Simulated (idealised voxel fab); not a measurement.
The name of this process module is voxel wiring stack.
Cross-sectional view cut (width: 180 nm; square cell size: 5 nm).
Cross-section layout: square cells on a grid; listed as bands, top to bottom; a band spans one or more cell rows. The entry gives the band's vertical extent as a top height and a bottom height in nm, then its horizontal make-up as materials from left to right, each with a width in nm. "blank" stands for empty space; a single material marked "throughout" fills the band edge to edge. A quick word on heights: they are counted from 0, and under that level the wafer as it came to us is one material throughout. The lowest band is different from the rest in having no bottom; it simply continues downward, written as in "z 0 and below". The width entry "30->40" should be interpreted row by row: the top row of cells in the band takes the first number, the bottom row takes the second number, and the change between adjacent rows is uniform throughout. The cross-section has no changed cell in any step marked "no alterations made". Enclosed voids (no open way to top), threshold 8 cells or more, entry "Closed void inventory", notation width x height at distance, distance from left edge, nm. On each step's line, the part that comes after the settings is the simulator's own comment on the step. Among the settings permitted on a step's line is "overlay nm"; applied to a step with a mask, it specifies the extent to which the mask lay to the right of its planned position, whereas a negative figure signifies a position to the left.

Below is the list of planned process steps:
1,RECEIVE | material Si
2,CONFORMAL_DEP | material SiO2 | thk nm 10
3,DIRECTIONAL_DEP | material TiN | thk nm 5
4,DIRECTIONAL_DEP | material Ru | thk nm 15
5,DIRECTIONAL_DEP | material aC | thk nm 15
6,PATTERN | tone cover | mask id METAL_1 | material resist | width nm 20 | pitch nm 50 | thk nm 35 | overlay nm 0
7,DIRECTIONAL_ETCH | etch materials aC | depth nm 15
8,STRIP | etch materials resist
9,DIRECTIONAL_ETCH | etch materials Ru | depth nm 15
10,DIRECTIONAL_ETCH | etch materials TiN | depth nm 5
11,STRIP | etch materials aC
12,FILL_DEP | material SiO2 | thk nm 10
13,CMP | height nm 30
14,CONFORMAL_DEP | material SiCN | thk nm 5
15,DIRECTIONAL_DEP | material lowk | thk nm 15
16,MASKED_ETCH | tone open | mask id PLUG_1 | width nm 15 | pitch nm 100 | etch materials lowk | depth nm 15 | overlay nm 0
17,MASKED_ETCH | tone open | mask id PLUG_1 | width nm 15 | pitch nm 100 | etch materials SiCN | depth nm 5 | overlay nm 0
18,CONFORMAL_DEP | material TiN | thk nm 5
19,FILL_DEP | material Cu | thk nm 10
20,CMP | height nm 50
21,CONFORMAL_DEP | material SiCN | thk nm 5
22,DIRECTIONAL_DEP | material SiO2 | thk nm 15
23,MASKED_ETCH | tone open | mask id METAL_2 | width nm 20 | pitch nm 50 | etch materials SiO2 | depth nm 15 | overlay nm 0
24,MASKED_ETCH | tone open | mask id METAL_2 | width nm 20 | pitch nm 50 | etch materials SiCN | depth nm 5 | overlay nm 0
25,CONFORMAL_DEP | material TiN | thk nm 5
26,FILL_DEP | material Ru | thk nm 5
27,CMP | height nm 70
28,CONFORMAL_DEP | material SiCN | thk nm 5
29,DIRECTIONAL_DEP | material SiO2 | thk nm 15
30,MASKED_ETCH | tone open | mask id PLUG_2 | width nm 15 | pitch nm 100 | etch materials SiO2 | depth nm 15 | overlay nm 0
31,MASKED_ETCH | tone open | mask id PLUG_2 | width nm 15 | pitch nm 100 | etch materials SiCN | depth nm 5 | overlay nm 0
32,EPI | material Ru | thk nm 10
33,EPI | material Ru | thk nm 10
34,CONFORMAL_DEP | material SiN | thk nm 5
35,DIRECTIONAL_DEP | material lowk | thk nm 15
36,MASKED_ETCH | tone open | mask id METAL_3 | width nm 20 | pitch nm 50 | etch materials lowk | depth nm 15 | overlay nm 0
37,MASKED_ETCH | tone open | mask id METAL_3 | width nm 20 | pitch nm 50 | etch materials SiN | depth nm 5 | overlay nm 0
38,CONFORMAL_DEP | material TiN | thk nm 5
39,FILL_DEP | material Cu | thk nm 10
40,CMP | height nm 110
41,EPI | material Ru | thk nm 5
42,FILL_DEP | material SiCN | thk nm 5
43,DIRECTIONAL_DEP | material SiO2 | thk nm 25
44,MASKED_ETCH | tone open | mask id METAL_4 | width nm 20 | pitch nm 50 | etch materials SiO2 | depth nm 15 | overlay nm 0
45,MASKED_ETCH | tone open | mask id METAL_4_HOLES | width nm 15 | pitch nm 50 | etch materials SiO2 | depth nm 10 | overlay nm 0
46,MASKED_ETCH | tone open | mask id METAL_4_HOLES | width nm 15 | pitch nm 50 | etch materials SiCN | depth nm 5 | overlay nm 0
47,CONFORMAL_DEP | material TiN | thk nm 5
48,FILL_DEP | material Cu | thk nm 10
49,CMP | height nm 145
50,CONFORMAL_DEP | material SiN | thk nm 5

Of two wafers, the first: run according to plan:

Cross-section of the wafer as it came to us, i.e., already through step 1:
- z 0 and below | Si throughout
- Closed void inventory: none

The following cross-section depicts the wafer upon completion of step 2:
- z 10 to 0 | SiO2 throughout
- below 0: unchanged

The following cross-section depicts the wafer upon completion of step 3:
- z 15 to 10 | TiN throughout
- below 10: unchanged

The following cross-section depicts the wafer upon completion of step 4:
- z 30 to 15 | Ru throughout
- below 15: unchanged

The following cross-section depicts the wafer upon completion of step 5:
- z 45 to 30 | aC throughout
- below 30: unchanged

The following cross-section depicts the wafer upon completion of step 6:
- z 80 to 45 | blank 30 nm  resist 20 nm  blank 30 nm  resist 20 nm  blank 30 nm  resist 20 nm  blank 30 nm
- below 45: unchanged

The following cross-section depicts the wafer upon completion of step 7:
- z 65 to 45 | blank 30 nm  resist 20 nm  blank 30 nm  resist 20 nm  blank 30 nm  resist 20 nm  blank 30 nm
- z 45 to 30 | blank 30 nm  aC 20 nm  blank 30 nm  aC 20 nm  blank 30 nm  aC 20 nm  blank 30 nm
- below 30: unchanged

The following cross-section depicts the wafer upon completion of step 8:
- z 45 to 30 | blank 30 nm  aC 20 nm  blank 30 nm  aC 20 nm  blank 30 nm  aC 20 nm  blank 30 nm
- below 30: unchanged

The following cross-section depicts the wafer upon completion of step 9:
- z 45 to 30 | blank 30 nm  aC 20 nm  blank 30 nm  aC 20 nm  blank 30 nm  aC 20 nm  blank 30 nm
- z 30 to 15 | blank 30 nm  Ru 20 nm  blank 30 nm  Ru 20 nm  blank 30 nm  Ru 20 nm  blank 30 nm
- below 15: unchanged

The following cross-section depicts the wafer upon completion of step 10:
- z 45 to 30 | blank 30 nm  aC 20 nm  blank 30 nm  aC 20 nm  blank 30 nm  aC 20 nm  blank 30 nm
- z 30 to 15 | blank 30 nm  Ru 20 nm  blank 30 nm  Ru 20 nm  blank 30 nm  Ru 20 nm  blank 30 nm
- z 15 to 10 | blank 30 nm  TiN 20 nm  blank 30 nm  TiN 20 nm  blank 30 nm  TiN 20 nm  blank 30 nm
- below 10: unchanged

The following cross-section depicts the wafer upon completion of step 11:
- z 30 to 15 | blank 30 nm  Ru 20 nm  blank 30 nm  Ru 20 nm  blank 30 nm  Ru 20 nm  blank 30 nm
- below 15: unchanged

The following cross-section depicts the wafer upon completion of step 12:
- z 40 to 30 | SiO2 throughout
- z 30 to 15 | SiO2 30 nm  Ru 20 nm  SiO2 30 nm  Ru 20 nm  SiO2 30 nm  Ru 20 nm  SiO2 30 nm
- z 15 to 10 | SiO2 30 nm  TiN 20 nm  SiO2 30 nm  TiN 20 nm  SiO2 30 nm  TiN 20 nm  SiO2 30 nm
- below 10: unchanged

The following cross-section depicts the wafer upon completion of step 13:
- z 30 to 15 | SiO2 30 nm  Ru 20 nm  SiO2 30 nm  Ru 20 nm  SiO2 30 nm  Ru 20 nm  SiO2 30 nm
- below 15: unchanged

The following cross-section depicts the wafer upon completion of step 14:
- z 35 to 30 | SiCN throughout
- below 30: unchanged

The following cross-section depicts the wafer upon completion of step 15:
- z 50 to 35 | lowk throughout
- below 35: unchanged

The following cross-section depicts the wafer upon completion of step 16:
- z 50 to 35 | lowk 30 nm  blank 15 nm  lowk 85 nm  blank 15 nm  lowk 35 nm
- below 35: unchanged

The following cross-section depicts the wafer upon completion of step 17:
- z 50 to 35 | lowk 30 nm  blank 15 nm  lowk 85 nm  blank 15 nm  lowk 35 nm
- z 35 to 30 | SiCN 30 nm  blank 15 nm  SiCN 85 nm  blank 15 nm  SiCN 35 nm
- below 30: unchanged

The following cross-section depicts the wafer upon completion of step 18:
- z 55 to 50 | TiN 35 nm  blank 5 nm  TiN 95 nm  blank 5 nm  TiN 40 nm
- z 50 to 35 | lowk 30 nm  TiN 5 nm  blank 5 nm  TiN 5 nm  lowk 85 nm  TiN 5 nm  blank 5 nm  TiN 5 nm  lowk 35 nm
- z 35 to 30 | SiCN 30 nm  TiN 15 nm  SiCN 85 nm  TiN 15 nm  SiCN 35 nm
- below 30: unchanged

The following cross-section depicts the wafer upon completion of step 19:
- z 65 to 55 | Cu throughout
- z 55 to 50 | TiN 35 nm  Cu 5 nm  TiN 95 nm  Cu 5 nm  TiN 40 nm
- z 50 to 35 | lowk 30 nm  TiN 5 nm  Cu 5 nm  TiN 5 nm  lowk 85 nm  TiN 5 nm  Cu 5 nm  TiN 5 nm  lowk 35 nm
- below 35: unchanged

The following cross-section depicts the wafer upon completion of step 20:
- z 50 to 35 | lowk 30 nm  TiN 5 nm  Cu 5 nm  TiN 5 nm  lowk 85 nm  TiN 5 nm  Cu 5 nm  TiN 5 nm  lowk 35 nm
- below 35: unchanged

The following cross-section depicts the wafer upon completion of step 21:
- z 55 to 50 | SiCN throughout
- below 50: unchanged

The following cross-section depicts the wafer upon completion of step 22:
- z 70 to 55 | SiO2 throughout
- below 55: unchanged

The following cross-section depicts the wafer upon completion of step 23:
- z 70 to 55 | SiO2 30 nm  blank 20 nm  SiO2 30 nm  blank 20 nm  SiO2 30 nm  blank 20 nm  SiO2 30 nm
- below 55: unchanged

The following cross-section depicts the wafer upon completion of step 24:
- z 70 to 55 | SiO2 30 nm  blank 20 nm  SiO2 30 nm  blank 20 nm  SiO2 30 nm  blank 20 nm  SiO2 30 nm
- z 55 to 50 | SiCN 30 nm  blank 20 nm  SiCN 30 nm  blank 20 nm  SiCN 30 nm  blank 20 nm  SiCN 30 nm
- below 50: unchanged

The following cross-section depicts the wafer upon completion of step 25:
- z 75 to 70 | TiN 35 nm  blank 10 nm  TiN 40 nm  blank 10 nm  TiN 40 nm  blank 10 nm  TiN 35 nm
- z 70 to 55 | SiO2 30 nm  TiN 5 nm  blank 10 nm  TiN 5 nm  SiO2 30 nm  TiN 5 nm  blank 10 nm  TiN 5 nm  SiO2 30 nm  TiN 5 nm  blank 10 nm  TiN 5 nm  SiO2 30 nm
- z 55 to 50 | SiCN 30 nm  TiN 20 nm  SiCN 30 nm  TiN 20 nm  SiCN 30 nm  TiN 20 nm  SiCN 30 nm
- below 50: unchanged

The following cross-section depicts the wafer upon completion of step 26:
- z 80 to 75 | Ru throughout
- z 75 to 70 | TiN 35 nm  Ru 10 nm  TiN 40 nm  Ru 10 nm  TiN 40 nm  Ru 10 nm  TiN 35 nm
- z 70 to 55 | SiO2 30 nm  TiN 5 nm  Ru 10 nm  TiN 5 nm  SiO2 30 nm  TiN 5 nm  Ru 10 nm  TiN 5 nm  SiO2 30 nm  TiN 5 nm  Ru 10 nm  TiN 5 nm  SiO2 30 nm
- below 55: unchanged

The following cross-section depicts the wafer upon completion of step 27:
- z 70 to 55 | SiO2 30 nm  TiN 5 nm  Ru 10 nm  TiN 5 nm  SiO2 30 nm  TiN 5 nm  Ru 10 nm  TiN 5 nm  SiO2 30 nm  TiN 5 nm  Ru 10 nm  TiN 5 nm  SiO2 30 nm
- below 55: unchanged

The following cross-section depicts the wafer upon completion of step 28:
- z 75 to 70 | SiCN throughout
- below 70: unchanged

The following cross-section depicts the wafer upon completion of step 29:
- z 90 to 75 | SiO2 throughout
- below 75: unchanged

The following cross-section depicts the wafer upon completion of step 30:
- z 90 to 75 | SiO2 30 nm  blank 15 nm  SiO2 85 nm  blank 15 nm  SiO2 35 nm
- below 75: unchanged

The following cross-section depicts the wafer upon completion of step 31:
- z 90 to 75 | SiO2 30 nm  blank 15 nm  SiO2 85 nm  blank 15 nm  SiO2 35 nm
- z 75 to 70 | SiCN 30 nm  blank 15 nm  SiCN 85 nm  blank 15 nm  SiCN 35 nm
- below 70: unchanged

The following cross-section depicts the wafer upon completion of step 32:
- z 90 to 80 | SiO2 30 nm  blank 15 nm  SiO2 85 nm  blank 15 nm  SiO2 35 nm
- z 80 to 75 | SiO2 30 nm  Ru 15 nm  SiO2 85 nm  Ru 15 nm  SiO2 35 nm
- z 75 to 70 | SiCN 30 nm  Ru 15 nm  SiCN 85 nm  Ru 15 nm  SiCN 35 nm
- below 70: unchanged

The following cross-section depicts the wafer upon completion of step 33:
- z 90 to 75 | SiO2 30 nm  Ru 15 nm  SiO2 85 nm  Ru 15 nm  SiO2 35 nm
- below 75: unchanged

The following cross-section depicts the wafer upon completion of step 34:
- z 95 to 90 | SiN throughout
- below 90: unchanged

The following cross-section depicts the wafer upon completion of step 35:
- z 110 to 95 | lowk throughout
- below 95: unchanged

The following cross-section depicts the wafer upon completion of step 36:
- z 110 to 95 | lowk 30 nm  blank 20 nm  lowk 30 nm  blank 20 nm  lowk 30 nm  blank 20 nm  lowk 30 nm
- below 95: unchanged

The following cross-section depicts the wafer upon completion of step 37:
- z 110 to 95 | lowk 30 nm  blank 20 nm  lowk 30 nm  blank 20 nm  lowk 30 nm  blank 20 nm  lowk 30 nm
- z 95 to 90 | SiN 30 nm  blank 20 nm  SiN 30 nm  blank 20 nm  SiN 30 nm  blank 20 nm  SiN 30 nm
- below 90: unchanged

The following cross-section depicts the wafer upon completion of step 38:
- z 115 to 110 | TiN 35 nm  blank 10 nm  TiN 40 nm  blank 10 nm  TiN 40 nm  blank 10 nm  TiN 35 nm
- z 110 to 95 | lowk 30 nm  TiN 5 nm  blank 10 nm  TiN 5 nm  lowk 30 nm  TiN 5 nm  blank 10 nm  TiN 5 nm  lowk 30 nm  TiN 5 nm  blank 10 nm  TiN 5 nm  lowk 30 nm
- z 95 to 90 | SiN 30 nm  TiN 20 nm  SiN 30 nm  TiN 20 nm  SiN 30 nm  TiN 20 nm  SiN 30 nm
- below 90: unchanged

The following cross-section depicts the wafer upon completion of step 39:
- z 125 to 115 | Cu throughout
- z 115 to 110 | TiN 35 nm  Cu 10 nm  TiN 40 nm  Cu 10 nm  TiN 40 nm  Cu 10 nm  TiN 35 nm
- z 110 to 95 | lowk 30 nm  TiN 5 nm  Cu 10 nm  TiN 5 nm  lowk 30 nm  TiN 5 nm  Cu 10 nm  TiN 5 nm  lowk 30 nm  TiN 5 nm  Cu 10 nm  TiN 5 nm  lowk 30 nm
- below 95: unchanged

The following cross-section depicts the wafer upon completion of step 40:
- z 110 to 95 | lowk 30 nm  TiN 5 nm  Cu 10 nm  TiN 5 nm  lowk 30 nm  TiN 5 nm  Cu 10 nm  TiN 5 nm  lowk 30 nm  TiN 5 nm  Cu 10 nm  TiN 5 nm  lowk 30 nm
- below 95: unchanged

The following cross-section depicts the wafer upon completion of step 41:
- z 115 to 110 | blank 25 nm  Ru 30 nm  blank 20 nm  Ru 30 nm  blank 20 nm  Ru 30 nm  blank 25 nm
- below 110: unchanged

The following cross-section depicts the wafer upon completion of step 42:
- z 120 to 115 | SiCN throughout
- z 115 to 110 | SiCN 25 nm  Ru 30 nm  SiCN 20 nm  Ru 30 nm  SiCN 20 nm  Ru 30 nm  SiCN 25 nm
- below 110: unchanged

The following cross-section depicts the wafer upon completion of step 43:
- z 145 to 120 | SiO2 throughout
- below 120: unchanged

The following cross-section depicts the wafer upon completion of step 44:
- z 145 to 130 | SiO2 30 nm  blank 20 nm  SiO2 30 nm  blank 20 nm  SiO2 30 nm  blank 20 nm  SiO2 30 nm
- below 130: unchanged

The following cross-section depicts the wafer upon completion of step 45:
- z 145 to 130 | SiO2 30 nm  blank 20 nm  SiO2 30 nm  blank 20 nm  SiO2 30 nm  blank 20 nm  SiO2 30 nm
- z 130 to 120 | SiO2 30 nm  blank 15 nm  SiO2 35 nm  blank 15 nm  SiO2 35 nm  blank 15 nm  SiO2 35 nm
- below 120: unchanged

The following cross-section depicts the wafer upon completion of step 46:
- z 145 to 130 | SiO2 30 nm  blank 20 nm  SiO2 30 nm  blank 20 nm  SiO2 30 nm  blank 20 nm  SiO2 30 nm
- z 130 to 120 | SiO2 30 nm  blank 15 nm  SiO2 35 nm  blank 15 nm  SiO2 35 nm  blank 15 nm  SiO2 35 nm
- z 120 to 115 | SiCN 30 nm  blank 15 nm  SiCN 35 nm  blank 15 nm  SiCN 35 nm  blank 15 nm  SiCN 35 nm
- below 115: unchanged

The following cross-section depicts the wafer upon completion of step 47:
- z 150 to 145 | TiN 35 nm  blank 10 nm  TiN 40 nm  blank 10 nm  TiN 40 nm  blank 10 nm  TiN 35 nm
- z 145 to 135 | SiO2 30 nm  TiN 5 nm  blank 10 nm  TiN 5 nm  SiO2 30 nm  TiN 5 nm  blank 10 nm  TiN 5 nm  SiO2 30 nm  TiN 5 nm  blank 10 nm  TiN 5 nm  SiO2 30 nm
- z 135 to 130 | SiO2 30 nm  TiN 5 nm  blank 5 nm  TiN 10 nm  SiO2 30 nm  TiN 5 nm  blank 5 nm  TiN 10 nm  SiO2 30 nm  TiN 5 nm  blank 5 nm  TiN 10 nm  SiO2 30 nm
- z 130 to 120 | SiO2 30 nm  TiN 5 nm  blank 5 nm  TiN 5 nm  SiO2 35 nm  TiN 5 nm  blank 5 nm  TiN 5 nm  SiO2 35 nm  TiN 5 nm  blank 5 nm  TiN 5 nm  SiO2 35 nm
- z 120 to 115 | SiCN 30 nm  TiN 15 nm  SiCN 35 nm  TiN 15 nm  SiCN 35 nm  TiN 15 nm  SiCN 35 nm
- below 115: unchanged

The following cross-section depicts the wafer upon completion of step 48:
- z 160 to 150 | Cu throughout
- z 150 to 145 | TiN 35 nm  Cu 10 nm  TiN 40 nm  Cu 10 nm  TiN 40 nm  Cu 10 nm  TiN 35 nm
- z 145 to 135 | SiO2 30 nm  TiN 5 nm  Cu 10 nm  TiN 5 nm  SiO2 30 nm  TiN 5 nm  Cu 10 nm  TiN 5 nm  SiO2 30 nm  TiN 5 nm  Cu 10 nm  TiN 5 nm  SiO2 30 nm
- z 135 to 130 | SiO2 30 nm  TiN 5 nm  Cu 5 nm  TiN 10 nm  SiO2 30 nm  TiN 5 nm  Cu 5 nm  TiN 10 nm  SiO2 30 nm  TiN 5 nm  Cu 5 nm  TiN 10 nm  SiO2 30 nm
- z 130 to 120 | SiO2 30 nm  TiN 5 nm  Cu 5 nm  TiN 5 nm  SiO2 35 nm  TiN 5 nm  Cu 5 nm  TiN 5 nm  SiO2 35 nm  TiN 5 nm  Cu 5 nm  TiN 5 nm  SiO2 35 nm
- below 120: unchanged

The following cross-section depicts the wafer upon completion of step 49:
- z 145 to 135 | SiO2 30 nm  TiN 5 nm  Cu 10 nm  TiN 5 nm  SiO2 30 nm  TiN 5 nm  Cu 10 nm  TiN 5 nm  SiO2 30 nm  TiN 5 nm  Cu 10 nm  TiN 5 nm  SiO2 30 nm
- below 135: unchanged

The following cross-section depicts the wafer upon completion of step 50:
- z 150 to 145 | SiN throughout
- below 145: unchanged

Regarding the second of the two wafers: it shared the first wafer's starting condition and process plan, yet one error occurred during its execution. Its history coincides with that of the first wafer up to and including step 28:

The second wafer cut through, at the time step 29 was supposed to be finished: no alterations made

The second wafer cut through, at the time step 30 was supposed to be finished: no alterations made

The second wafer cut through, at the time step 31 was supposed to be finished:
- z 75 to 70 | SiCN 30 nm  blank 15 nm  SiCN 85 nm  blank 15 nm  SiCN 35 nm
- below 70: unchanged

The second wafer cut through, at the time step 32 was supposed to be finished:
- z 80 to 75 | blank 25 nm  Ru 25 nm  blank 75 nm  Ru 25 nm  blank 30 nm
- z 75 to 70 | SiCN 30 nm  Ru 15 nm  SiCN 85 nm  Ru 15 nm  SiCN 35 nm
- below 70: unchanged

The second wafer cut through, at the time step 33 was supposed to be finished:
- z 90 to 75 | blank 15 nm  Ru 45 nm  blank 55 nm  Ru 45 nm  blank 20 nm
- below 75: unchanged

The second wafer cut through, at the time step 34 was supposed to be finished:
- z 95 to 90 | blank 10 nm  SiN 55 nm  blank 45 nm  SiN 55 nm  blank 15 nm
- z 90 to 80 | blank 10 nm  SiN 5 nm  Ru 45 nm  SiN 5 nm  blank 45 nm  SiN 5 nm  Ru 45 nm  SiN 5 nm  blank 15 nm
- z 80 to 75 | SiN 15 nm  Ru 45 nm  SiN 55 nm  Ru 45 nm  SiN 20 nm
- below 75: unchanged

The second wafer cut through, at the time step 35 was supposed to be finished:
- z 110 to 95 | blank 10 nm  lowk 55 nm  blank 45 nm  lowk 55 nm  blank 15 nm
- z 95 to 90 | lowk 10 nm  SiN 55 nm  lowk 45 nm  SiN 55 nm  lowk 15 nm
- z 90 to 80 | lowk 10 nm  SiN 5 nm  Ru 45 nm  SiN 5 nm  lowk 45 nm  SiN 5 nm  Ru 45 nm  SiN 5 nm  lowk 15 nm
- below 80: unchanged

The second wafer cut through, at the time step 36 was supposed to be finished:
- z 110 to 95 | blank 10 nm  lowk 20 nm  blank 20 nm  lowk 15 nm  blank 45 nm  lowk 20 nm  blank 20 nm  lowk 15 nm  blank 15 nm
- z 95 to 90 | lowk 10 nm  SiN 55 nm  lowk 15 nm  blank 20 nm  lowk 10 nm  SiN 55 nm  lowk 15 nm
- z 90 to 80 | lowk 10 nm  SiN 5 nm  Ru 45 nm  SiN 5 nm  lowk 15 nm  blank 20 nm  lowk 10 nm  SiN 5 nm  Ru 45 nm  SiN 5 nm  lowk 15 nm
- below 80: unchanged

The second wafer cut through, at the time step 37 was supposed to be finished:
- z 110 to 95 | blank 10 nm  lowk 20 nm  blank 20 nm  lowk 15 nm  blank 45 nm  lowk 20 nm  blank 20 nm  lowk 15 nm  blank 15 nm
- z 95 to 90 | lowk 10 nm  SiN 20 nm  blank 20 nm  SiN 15 nm  lowk 15 nm  blank 20 nm  lowk 10 nm  SiN 20 nm  blank 20 nm  SiN 15 nm  lowk 15 nm
- z 90 to 80 | lowk 10 nm  SiN 5 nm  Ru 45 nm  SiN 5 nm  lowk 15 nm  blank 20 nm  lowk 10 nm  SiN 5 nm  Ru 45 nm  SiN 5 nm  lowk 15 nm
- z 80 to 75 | SiN 15 nm  Ru 45 nm  SiN 20 nm  blank 20 nm  SiN 15 nm  Ru 45 nm  SiN 20 nm
- below 75: unchanged

The second wafer cut through, at the time step 38 was supposed to be finished:
- z 115 to 110 | blank 5 nm  TiN 30 nm  blank 10 nm  TiN 25 nm  blank 35 nm  TiN 30 nm  blank 10 nm  TiN 25 nm  blank 10 nm
- z 110 to 100 | blank 5 nm  TiN 5 nm  lowk 20 nm  TiN 5 nm  blank 10 nm  TiN 5 nm  lowk 15 nm  TiN 5 nm  blank 35 nm  TiN 5 nm  lowk 20 nm  TiN 5 nm  blank 10 nm  TiN 5 nm  lowk 15 nm  TiN 5 nm  blank 10 nm
- z 100 to 95 | TiN 10 nm  lowk 20 nm  TiN 5 nm  blank 10 nm  TiN 5 nm  lowk 15 nm  TiN 20 nm  blank 10 nm  TiN 15 nm  lowk 20 nm  TiN 5 nm  blank 10 nm  TiN 5 nm  lowk 15 nm  TiN 15 nm
- z 95 to 90 | lowk 10 nm  SiN 20 nm  TiN 20 nm  SiN 15 nm  lowk 15 nm  TiN 5 nm  blank 10 nm  TiN 5 nm  lowk 10 nm  SiN 20 nm  TiN 20 nm  SiN 15 nm  lowk 15 nm
- z 90 to 80 | lowk 10 nm  SiN 5 nm  Ru 45 nm  SiN 5 nm  lowk 15 nm  TiN 5 nm  blank 10 nm  TiN 5 nm  lowk 10 nm  SiN 5 nm  Ru 45 nm  SiN 5 nm  lowk 15 nm
- z 80 to 75 | SiN 15 nm  Ru 45 nm  SiN 20 nm  TiN 20 nm  SiN 15 nm  Ru 45 nm  SiN 20 nm
- below 75: unchanged

The second wafer cut through, at the time step 39 was supposed to be finished:
- z 125 to 115 | Cu throughout
- z 115 to 110 | Cu 5 nm  TiN 30 nm  Cu 10 nm  TiN 25 nm  Cu 35 nm  TiN 30 nm  Cu 10 nm  TiN 25 nm  Cu 10 nm
- z 110 to 100 | Cu 5 nm  TiN 5 nm  lowk 20 nm  TiN 5 nm  Cu 10 nm  TiN 5 nm  lowk 15 nm  TiN 5 nm  Cu 35 nm  TiN 5 nm  lowk 20 nm  TiN 5 nm  Cu 10 nm  TiN 5 nm  lowk 15 nm  TiN 5 nm  Cu 10 nm
- z 100 to 95 | TiN 10 nm  lowk 20 nm  TiN 5 nm  Cu 10 nm  TiN 5 nm  lowk 15 nm  TiN 20 nm  Cu 10 nm  TiN 15 nm  lowk 20 nm  TiN 5 nm  Cu 10 nm  TiN 5 nm  lowk 15 nm  TiN 15 nm
- z 95 to 90 | lowk 10 nm  SiN 20 nm  TiN 20 nm  SiN 15 nm  lowk 15 nm  TiN 5 nm  Cu 10 nm  TiN 5 nm  lowk 10 nm  SiN 20 nm  TiN 20 nm  SiN 15 nm  lowk 15 nm
- z 90 to 80 | lowk 10 nm  SiN 5 nm  Ru 45 nm  SiN 5 nm  lowk 15 nm  TiN 5 nm  Cu 10 nm  TiN 5 nm  lowk 10 nm  SiN 5 nm  Ru 45 nm  SiN 5 nm  lowk 15 nm
- below 80: unchanged

The second wafer cut through, at the time step 40 was supposed to be finished:
- z 110 to 100 | Cu 5 nm  TiN 5 nm  lowk 20 nm  TiN 5 nm  Cu 10 nm  TiN 5 nm  lowk 15 nm  TiN 5 nm  Cu 35 nm  TiN 5 nm  lowk 20 nm  TiN 5 nm  Cu 10 nm  TiN 5 nm  lowk 15 nm  TiN 5 nm  Cu 10 nm
- below 100: unchanged

The second wafer cut through, at the time step 41 was supposed to be finished:
- z 115 to 110 | Ru 15 nm  blank 10 nm  Ru 30 nm  blank 5 nm  Ru 55 nm  blank 10 nm  Ru 30 nm  blank 5 nm  Ru 20 nm
- below 110: unchanged

The second wafer cut through, at the time step 42 was supposed to be finished:
- z 120 to 115 | SiCN throughout
- z 115 to 110 | Ru 15 nm  SiCN 10 nm  Ru 30 nm  SiCN 5 nm  Ru 55 nm  SiCN 10 nm  Ru 30 nm  SiCN 5 nm  Ru 20 nm
- below 110: unchanged

The second wafer cut through, at the time step 43 was supposed to be finished:
- z 145 to 120 | SiO2 throughout
- below 120: unchanged

The second wafer cut through, at the time step 44 was supposed to be finished:
- z 145 to 130 | SiO2 30 nm  blank 20 nm  SiO2 30 nm  blank 20 nm  SiO2 30 nm  blank 20 nm  SiO2 30 nm
- below 130: unchanged

The second wafer cut through, at the time step 45 was supposed to be finished:
- z 145 to 130 | SiO2 30 nm  blank 20 nm  SiO2 30 nm  blank 20 nm  SiO2 30 nm  blank 20 nm  SiO2 30 nm
- z 130 to 120 | SiO2 30 nm  blank 15 nm  SiO2 35 nm  blank 15 nm  SiO2 35 nm  blank 15 nm  SiO2 35 nm
- below 120: unchanged

The second wafer cut through, at the time step 46 was supposed to be finished:
- z 145 to 130 | SiO2 30 nm  blank 20 nm  SiO2 30 nm  blank 20 nm  SiO2 30 nm  blank 20 nm  SiO2 30 nm
- z 130 to 120 | SiO2 30 nm  blank 15 nm  SiO2 35 nm  blank 15 nm  SiO2 35 nm  blank 15 nm  SiO2 35 nm
- z 120 to 115 | SiCN 30 nm  blank 15 nm  SiCN 35 nm  blank 15 nm  SiCN 35 nm  blank 15 nm  SiCN 35 nm
- below 115: unchanged

The second wafer cut through, at the time step 47 was supposed to be finished:
- z 150 to 145 | TiN 35 nm  blank 10 nm  TiN 40 nm  blank 10 nm  TiN 40 nm  blank 10 nm  TiN 35 nm
- z 145 to 135 | SiO2 30 nm  TiN 5 nm  blank 10 nm  TiN 5 nm  SiO2 30 nm  TiN 5 nm  blank 10 nm  TiN 5 nm  SiO2 30 nm  TiN 5 nm  blank 10 nm  TiN 5 nm  SiO2 30 nm
- z 135 to 130 | SiO2 30 nm  TiN 5 nm  blank 5 nm  TiN 10 nm  SiO2 30 nm  TiN 5 nm  blank 5 nm  TiN 10 nm  SiO2 30 nm  TiN 5 nm  blank 5 nm  TiN 10 nm  SiO2 30 nm
- z 130 to 120 | SiO2 30 nm  TiN 5 nm  blank 5 nm  TiN 5 nm  SiO2 35 nm  TiN 5 nm  blank 5 nm  TiN 5 nm  SiO2 35 nm  TiN 5 nm  blank 5 nm  TiN 5 nm  SiO2 35 nm
- z 120 to 115 | SiCN 30 nm  TiN 15 nm  SiCN 35 nm  TiN 15 nm  SiCN 35 nm  TiN 15 nm  SiCN 35 nm
- below 115: unchanged

The second wafer cut through, at the time step 48 was supposed to be finished:
- z 160 to 150 | Cu throughout
- z 150 to 145 | TiN 35 nm  Cu 10 nm  TiN 40 nm  Cu 10 nm  TiN 40 nm  Cu 10 nm  TiN 35 nm
- z 145 to 135 | SiO2 30 nm  TiN 5 nm  Cu 10 nm  TiN 5 nm  SiO2 30 nm  TiN 5 nm  Cu 10 nm  TiN 5 nm  SiO2 30 nm  TiN 5 nm  Cu 10 nm  TiN 5 nm  SiO2 30 nm
- z 135 to 130 | SiO2 30 nm  TiN 5 nm  Cu 5 nm  TiN 10 nm  SiO2 30 nm  TiN 5 nm  Cu 5 nm  TiN 10 nm  SiO2 30 nm  TiN 5 nm  Cu 5 nm  TiN 10 nm  SiO2 30 nm
- z 130 to 120 | SiO2 30 nm  TiN 5 nm  Cu 5 nm  TiN 5 nm  SiO2 35 nm  TiN 5 nm  Cu 5 nm  TiN 5 nm  SiO2 35 nm  TiN 5 nm  Cu 5 nm  TiN 5 nm  SiO2 35 nm
- below 120: unchanged

The second wafer cut through, at the time step 49 was supposed to be finished:
- z 145 to 135 | SiO2 30 nm  TiN 5 nm  Cu 10 nm  TiN 5 nm  SiO2 30 nm  TiN 5 nm  Cu 10 nm  TiN 5 nm  SiO2 30 nm  TiN 5 nm  Cu 10 nm  TiN 5 nm  SiO2 30 nm
- below 135: unchanged

The second wafer cut through, at the time step 50 was supposed to be finished:
- z 150 to 145 | SiN throughout
- below 145: unchanged
Which mistake was made when the wafer was run? step 29 was left out
The second wafer ends with more or fewer cells of some materials than the first, per final count: +22 Cu; +48 Ru; -12 SiCN; +12 SiN; -90 SiO2; +20 TiN
